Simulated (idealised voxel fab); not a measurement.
Process module name: voxel gate over fins
Section shown: cut. Width: 230 nm. Cell size: 5 nm, square.
Format of a cross-section: grid, square cells. Given as bands. Order: top down. Band: one or more rows of cells.
The entry gives the band's vertical extent as a top height and a bottom height in nm, then its horizontal make-up as materials from left to right, each with a width in nm. "air" stands for empty space; a single material marked "edge to edge" fills the band edge to edge.
Heads up on the height convention: 0 is the point under which the incoming wafer is all one material, and the lowest band has no bottom, it just keeps going down, like "z 0 and below".
Note: "30 to 40" means the width goes from the first number (top row of the band) to the second number (bottom row) in equal steps per row of cells.
"nothing different" means the step left every cell of the cross-section as it was.
"Fully closed voids" specifies each empty space that is not open to the top and that occupies no fewer than 8 cells, using the form width x height at distance, the distance measured from the left edge and all three quantities in nm.
Formally, on a step line, whatever follows the settings is a remark that the simulator itself makes on the step.
overlay nm: how far to the right of its planned place the mask lay on this masked step (negative: to the left).
Planned process steps
- 1: RECEIVE (material Si)
- 2: CONFORMAL_DEP (material SiN; thk nm 10)
- 3: PATTERN (tone cover; mask id FINS; material resist; width nm 15; pitch nm 35; thk nm 15; overlay nm 0)
- 4: DIRECTIONAL_ETCH (etch materials SiN; depth nm 10)
- 5: DIRECTIONAL_ETCH (etch materials Si; depth nm 30)
- 6: STRIP (etch materials resist)
- 7: OXIDIZE (depth nm 5)
- 8: FILL_DEP (material SiO2; thk nm 15)
- 9: CMP (height nm 10)
- 10: SELECTIVE_ETCH (etch materials SiO2; depth nm 20)
- 11: STRIP (etch materials SiN)
- 12: CONFORMAL_DEP (material HfO2; thk nm 5)
- 13: CONFORMAL_DEP (material TiN; thk nm 5)
- 14: CONFORMAL_DEP (material TiAl; thk nm 5)
- 15: CONFORMAL_DEP (material TiN; thk nm 5)
- 16: FILL_DEP (material W; thk nm 10)
- 17: CMP (height nm 25)
- 18: CONFORMAL_DEP (material SiCN; thk nm 10)
Incoming wafer in cross-section (state: after step 1)
> z 0 and below = Si edge to edge
> Fully closed voids: none
Run as planned - first of the two wafers cross-sectioned at the end of the module
> z 35 to 25 = SiCN edge to edge
> z 25 to 20 = W edge to edge
> z 20 to 15 = 55 W; 115 TiN; 60 W
> z 15 to 10 = 55 W; 5 TiN; 105 TiAl; 5 TiN; 60 W
> z 10 to 5 = 60 TiN; 5 TiAl; 25 TiN; 10 TiAl; 25 TiN; 10 TiAl; 25 TiN; 5 TiAl; 65 TiN
> z 5 to 0 = 65 TiAl; 5 TiN; 15 HfO2; 5 TiN; 10 TiAl; 5 TiN; 15 HfO2; 5 TiN; 10 TiAl; 5 TiN; 15 HfO2; 5 TiN; 70 TiAl
> z 0 to -5 = 70 TiN; 5 HfO2; 5 Si; 5 HfO2; 20 TiN; 5 HfO2; 5 Si; 5 HfO2; 20 TiN; 5 HfO2; 5 Si; 5 HfO2; 75 TiN
> z -5 to -10 = 75 HfO2; 5 Si; 30 HfO2; 5 Si; 30 HfO2; 5 Si; 80 HfO2
> z -10 to -35 = 75 SiO2; 5 Si; 30 SiO2; 5 Si; 30 SiO2; 5 Si; 80 SiO2
> z -35 and below = Si edge to edge
> Fully closed voids: none
Wafer two (of two), end-of-module cross-section: start = wafer one, plan = wafer one, one run mistake
> z 35 to 25 = SiCN edge to edge
> z 25 to 20 = W edge to edge
> z 20 to 15 = TiN edge to edge
> z 15 to 10 = TiAl edge to edge
> z 10 to 5 = 75 TiN; 5 TiAl; 30 TiN; 5 TiAl; 30 TiN; 5 TiAl; 80 TiN
> z 5 to 0 = 70 HfO2; 5 TiN; 5 TiAl; 5 TiN; 20 HfO2; 5 TiN; 5 TiAl; 5 TiN; 20 HfO2; 5 TiN; 5 TiAl; 5 TiN; 75 HfO2
> z 0 to -5 = 65 Si; 5 HfO2; 15 TiN; 5 HfO2; 10 Si; 5 HfO2; 15 TiN; 5 HfO2; 10 Si; 5 HfO2; 15 TiN; 5 HfO2; 70 Si
> z -5 to -10 = 65 Si; 25 HfO2; 10 Si; 25 HfO2; 10 Si; 25 HfO2; 70 Si
> z -10 to -35 = 65 Si; 25 SiO2; 10 Si; 25 SiO2; 10 Si; 25 SiO2; 70 Si
> z -35 and below = Si edge to edge
> Fully closed voids: none
Run error: note that step 3 departed from the planned setting and was carried out as PATTERN (tone open; mask id FINS; material resist; width nm 15; pitch nm 35; thk nm 15; overlay nm 0)
Cell-count delta at end, second wafer over first, by material: Si: 196 more | SiO2: 140 fewer | TiAl: 6 fewer | TiN: 4 fewer | W: 46 fewer
